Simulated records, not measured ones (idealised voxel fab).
This is a process module. Its name is voxel capacitor over wiring.
We display cut, a cross-section 255 nm in width whose square cells are each 5 nm.
In what follows, cross-sections appear as grids of square cells, described through bands that run from the top down, where every band is one or more rows of cells.
The band entry comprises the height of the band's top followed by the height of its bottom, expressed in nm, and subsequently the band's materials from left to right, each stated together with its width in nm. Where a single material is marked with the word "all across", that material fills the band from edge to edge. The word "empty" represents empty space.
Height 0 is the level under which the wafer as received is all one material. The lowest band goes on downwards, as in "0 -> down".
A width given as "30->40" starts at the first number in the band's top row and ends at the second number in its bottom row, shifting by an equal amount at every step from row to row.
Take "remained unchanged" at face value: in the step it is given for, the cross-section changed in none of its cells.
"Enclosed internal voids" enumerates empty spaces isolated from the top, with no open way to it, that contain at least 8 cells, giving each as width x height at distance from the left edge, all three in nm.
The remark found on a step's line after its settings is issued by the simulator itself and pertains to that step.
"overlay nm", when on a step's line for a step with a mask, measures how far to the right of its planned place the mask lay; a negative measure means to the left.
[Listed below are the process steps as planned]
1) RECEIVE (material Si)
2) CONFORMAL_DEP (material SiO2; thk nm 10)
3) CONFORMAL_DEP (material SiCN; thk nm 5)
4) DIRECTIONAL_DEP (material SiO2; thk nm 20)
5) PATTERN (tone open; mask id METAL_1; material resist; width nm 30; pitch nm 95; thk nm 20; overlay nm 0)
6) DIRECTIONAL_ETCH (etch materials SiO2; depth nm 20)
7) DIRECTIONAL_ETCH (etch materials SiCN; depth nm 5)
8) STRIP (etch materials resist)
9) CONFORMAL_DEP (material TiN; thk nm 5)
10) FILL_DEP (material Ru; thk nm 5)
11) CMP (height nm 35)
12) CONFORMAL_DEP (material SiCN; thk nm 5)
13) DIRECTIONAL_DEP (material SiO2; thk nm 15)
14) PATTERN (tone open; mask id PLUG_1; material resist; width nm 15; thk nm 20; overlay nm 0)
15) DIRECTIONAL_ETCH (etch materials SiO2; depth nm 15)
16) DIRECTIONAL_ETCH (etch materials SiCN; depth nm 5)
17) STRIP (etch materials resist)
18) EPI (material Ru; thk nm 10)
19) EPI (material Ru; thk nm 10)
20) DIRECTIONAL_DEP (material TiN; thk nm 10)
21) DIRECTIONAL_DEP (material HfO2; thk nm 5)
22) DIRECTIONAL_DEP (material TiN; thk nm 10)
23) MASKED_ETCH (tone cover; mask id UPPER_PLATE; width nm 70; etch materials TiN; depth nm 10; overlay nm 0)
24) MASKED_ETCH (tone cover; mask id UPPER_PLATE; width nm 70; etch materials HfO2; depth nm 5; overlay nm 0)
25) DIRECTIONAL_DEP (material aC; thk nm 15)
26) PATTERN (tone cover; mask id LOWER_PLATE; material resist; width nm 80; thk nm 35; overlay nm 0)
27) DIRECTIONAL_ETCH (etch materials aC; depth nm 15)
28) STRIP (etch materials resist)
29) DIRECTIONAL_ETCH (etch materials TiN; depth nm 10)
30) STRIP (etch materials aC)
31) FILL_DEP (material SiO2; thk nm 15)
32) CMP (height nm 90)
33) DIRECTIONAL_DEP (material aC; thk nm 5)
34) PATTERN (tone open; mask id PLUG_2; material resist; width nm 15; thk nm 30; overlay nm 0)
35) DIRECTIONAL_ETCH (etch materials aC; depth nm 15)
36) STRIP (etch materials resist)
37) DIRECTIONAL_ETCH (etch materials SiO2; depth nm 10)
38) STRIP (etch materials aC)
39) CONFORMAL_DEP (material TiN; thk nm 5)
40) FILL_DEP (material W; thk nm 10)
41) CMP (height nm 90)
42) CONFORMAL_DEP (material SiN; thk nm 5)
The plan shows the thk nm of step 33 as the first wafer had it; this setting differs between the wafers, which start out alike.
[So this is the first of several wafers, cross-sectioned as it came to us, meaning it's at the end of step 1]
* 0 -> down | Si all across
* Enclosed internal voids: none
[After the module's final step, step 42: the first of several wafers in cross-section]
* 95 -> 90 | SiN all across
* 90 -> 85 | 90 SiO2 | 5 TiN | 5 W | 5 TiN | 150 SiO2
* 85 -> 80 | 90 SiO2 | 15 TiN | 150 SiO2
* 80 -> 70 | 80 SiO2 | 70 TiN | 105 SiO2
* 70 -> 65 | 80 SiO2 | 70 HfO2 | 105 SiO2
* 65 -> 55 | 75 SiO2 | 80 TiN | 100 SiO2
* 55 -> 40 | 80 SiO2 | 15 Ru | 160 SiO2
* 40 -> 35 | 80 SiCN | 15 Ru | 160 SiCN
* 35 -> 15 | 65 SiO2 | 5 TiN | 20 Ru | 5 TiN | 65 SiO2 | 5 TiN | 20 Ru | 5 TiN | 65 SiO2
* 15 -> 10 | 65 SiCN | 30 TiN | 65 SiCN | 30 TiN | 65 SiCN
* 10 -> 0 | SiO2 all across
* 0 -> down | Si all across
* Enclosed internal voids: none
[The module's end: a cross-section of the last wafer]
* 95 -> 90 | SiN all across
* 90 -> 80 | SiO2 all across
* 80 -> 70 | 80 SiO2 | 70 TiN | 105 SiO2
* 70 -> 65 | 80 SiO2 | 70 HfO2 | 105 SiO2
* 65 -> 55 | 75 SiO2 | 80 TiN | 100 SiO2
* 55 -> 40 | 80 SiO2 | 15 Ru | 160 SiO2
* 40 -> 35 | 80 SiCN | 15 Ru | 160 SiCN
* 35 -> 15 | 65 SiO2 | 5 TiN | 20 Ru | 5 TiN | 65 SiO2 | 5 TiN | 20 Ru | 5 TiN | 65 SiO2
* 15 -> 10 | 65 SiCN | 30 TiN | 65 SiCN | 30 TiN | 65 SiCN
* 10 -> 0 | SiO2 all across
* 0 -> down | Si all across
* Enclosed internal voids: none
[each wafer at the end: cells of each material gained (+) or lost (-) since it was received, then its closed voids]
thk nm 5, +14 HfO2, +44 Ru, +87 SiCN, +51 SiN, +679 SiO2, +93 TiN, +1 W, Enclosed internal voids: none
thk nm 10, +14 HfO2, +44 Ru, +87 SiCN, +51 SiN, +679 SiO2, +93 TiN, +1 W, Enclosed internal voids: none
thk nm 15, +14 HfO2, +44 Ru, +87 SiCN, +51 SiN, +679 SiO2, +93 TiN, +1 W, Enclosed internal voids: none
thk nm 20, +14 HfO2, +44 Ru, +87 SiCN, +51 SiN, +685 SiO2, +88 TiN, Enclosed internal voids: none
thk nm 25, +14 HfO2, +44 Ru, +87 SiCN, +51 SiN, +685 SiO2, +88 TiN, Enclosed internal voids: none
thk nm 30, +14 HfO2, +44 Ru, +87 SiCN, +51 SiN, +685 SiO2, +88 TiN, Enclosed internal voids: none
